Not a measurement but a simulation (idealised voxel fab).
process module | voxel fin reveal
cross-section cut | 275 nm wide | cells 5 nm
A cross-section is a grid of square cells, given in bands from the top down. A band is one or more rows of cells.
Each band's line starts with the height of the band's top and of its bottom, in nm. Then come its materials from left to right, each with its width in nm. One material with "throughout" fills the band from edge to edge. "air" is empty space.
Height 0 is the level under which the wafer as received is all one material. The lowest band goes on downwards, as in "0 down".
A width such as "30 to 40" changes by the same amount from each row of cells to the next, from the band's top row to its bottom row.
"no change" after a step means that no cell of the cross-section changed.
closed voids: empty space of 8 cells or more with no open way to the top, each as width x height at its distance from the left edge, in nm
after a step's settings: what the simulator itself notes on the step
overlay nm, on a step with a mask: how far to the right of its planned place the mask lay; to the left if negative
plan
1 op RECEIVE | material Si
2 op CONFORMAL_DEP | material SiN | thk nm 5
3 op DIRECTIONAL_DEP | material aC | thk nm 10
4 op PATTERN | tone cover | mask id FINS | material resist | width nm 15 | pitch nm 35 | thk nm 25 | overlay nm 0
5 op DIRECTIONAL_ETCH | etch materials aC | depth nm 10
6 op STRIP | etch materials resist
7 op DIRECTIONAL_ETCH | etch materials SiN | depth nm 5
8 op DIRECTIONAL_ETCH | etch materials Si | depth nm 35
9 op STRIP | etch materials aC
10 op FILL_DEP | material SiO2 | thk nm 5
11 op CMP | height nm 5
12 op SELECTIVE_ETCH | etch materials SiO2 | depth nm 15
13 op STRIP | etch materials SiN
14 op CONFORMAL_DEP | material SiO2 | thk nm 5
first wafer, as planned
as received, after step 1
  0 down: Si throughout
  closed voids: none
after step 2
  5 to 0: SiN throughout
  below 0: unchanged
after step 3
  15 to 5: aC throughout
  below 5: unchanged
after step 4
  40 to 15: air 95 | resist 15 | air 20 | resist 15 | air 20 | resist 15 | air 95
  below 15: unchanged
after step 5
  30 to 15: air 95 | resist 15 | air 20 | resist 15 | air 20 | resist 15 | air 95
  15 to 5: air 95 | aC 15 | air 20 | aC 15 | air 20 | aC 15 | air 95
  below 5: unchanged
after step 6
  15 to 5: air 95 | aC 15 | air 20 | aC 15 | air 20 | aC 15 | air 95
  below 5: unchanged
after step 7
  15 to 5: air 95 | aC 15 | air 20 | aC 15 | air 20 | aC 15 | air 95
  5 to 0: air 95 | SiN 15 | air 20 | SiN 15 | air 20 | SiN 15 | air 95
  below 0: unchanged
after step 8
  15 to 5: air 95 | aC 15 | air 20 | aC 15 | air 20 | aC 15 | air 95
  5 to 0: air 95 | SiN 15 | air 20 | SiN 15 | air 20 | SiN 15 | air 95
  0 to -35: air 95 | Si 15 | air 20 | Si 15 | air 20 | Si 15 | air 95
  below -35: unchanged
after step 9
  5 to 0: air 95 | SiN 15 | air 20 | SiN 15 | air 20 | SiN 15 | air 95
  below 0: unchanged
after step 10
  10 to 5: SiO2 throughout
  5 to 0: SiO2 95 | SiN 15 | SiO2 20 | SiN 15 | SiO2 20 | SiN 15 | SiO2 95
  0 to -35: SiO2 95 | Si 15 | SiO2 20 | Si 15 | SiO2 20 | Si 15 | SiO2 95
  below -35: unchanged
after step 11
  5 to 0: SiO2 95 | SiN 15 | SiO2 20 | SiN 15 | SiO2 20 | SiN 15 | SiO2 95
  below 0: unchanged
after step 12
  5 to 0: air 95 | SiN 15 | air 20 | SiN 15 | air 20 | SiN 15 | air 95
  0 to -10: air 95 | Si 15 | air 20 | Si 15 | air 20 | Si 15 | air 95
  below -10: unchanged
after step 13
  0 to -10: air 95 | Si 15 | air 20 | Si 15 | air 20 | Si 15 | air 95
  below -10: unchanged
after step 14
  5 to 0: air 90 | SiO2 25 | air 10 | SiO2 25 | air 10 | SiO2 25 | air 90
  0 to -5: air 90 | SiO2 5 | Si 15 | SiO2 5 | air 10 | SiO2 5 | Si 15 | SiO2 5 | air 10 | SiO2 5 | Si 15 | SiO2 5 | air 90
  -5 to -35: SiO2 95 | Si 15 | SiO2 20 | Si 15 | SiO2 20 | Si 15 | SiO2 95
  below -35: unchanged
second wafer: like start, like plan, one mistake. Through step 7 it matches the first wafer
when step 8 should have ended
  15 to 5: air 95 | aC 15 | air 20 | aC 15 | air 20 | aC 15 | air 95
  5 to 0: air 95 | SiN 15 | air 20 | SiN 15 | air 20 | SiN 15 | air 95
  0 to -70: air 95 | Si 15 | air 20 | Si 15 | air 20 | Si 15 | air 95
  below -70: unchanged
when step 9 should have ended
  5 to 0: air 95 | SiN 15 | air 20 | SiN 15 | air 20 | SiN 15 | air 95
  below 0: unchanged
when step 10 should have ended
  10 to 5: SiO2 throughout
  5 to 0: SiO2 95 | SiN 15 | SiO2 20 | SiN 15 | SiO2 20 | SiN 15 | SiO2 95
  0 to -70: SiO2 95 | Si 15 | SiO2 20 | Si 15 | SiO2 20 | Si 15 | SiO2 95
  below -70: unchanged
when step 11 should have ended
  5 to 0: SiO2 95 | SiN 15 | SiO2 20 | SiN 15 | SiO2 20 | SiN 15 | SiO2 95
  below 0: unchanged
when step 12 should have ended
  5 to 0: air 95 | SiN 15 | air 20 | SiN 15 | air 20 | SiN 15 | air 95
  0 to -10: air 95 | Si 15 | air 20 | Si 15 | air 20 | Si 15 | air 95
  below -10: unchanged
when step 13 should have ended
  0 to -10: air 95 | Si 15 | air 20 | Si 15 | air 20 | Si 15 | air 95
  below -10: unchanged
when step 14 should have ended
  5 to 0: air 90 | SiO2 25 | air 10 | SiO2 25 | air 10 | SiO2 25 | air 90
  0 to -5: air 90 | SiO2 5 | Si 15 | SiO2 5 | air 10 | SiO2 5 | Si 15 | SiO2 5 | air 10 | SiO2 5 | Si 15 | SiO2 5 | air 90
  -5 to -70: SiO2 95 | Si 15 | SiO2 20 | Si 15 | SiO2 20 | Si 15 | SiO2 95
  below -70: unchanged
what went wrong: step 8 was run twice
at the end the second wafer has, in cells: 322 fewer of Si | 322 more of SiO2
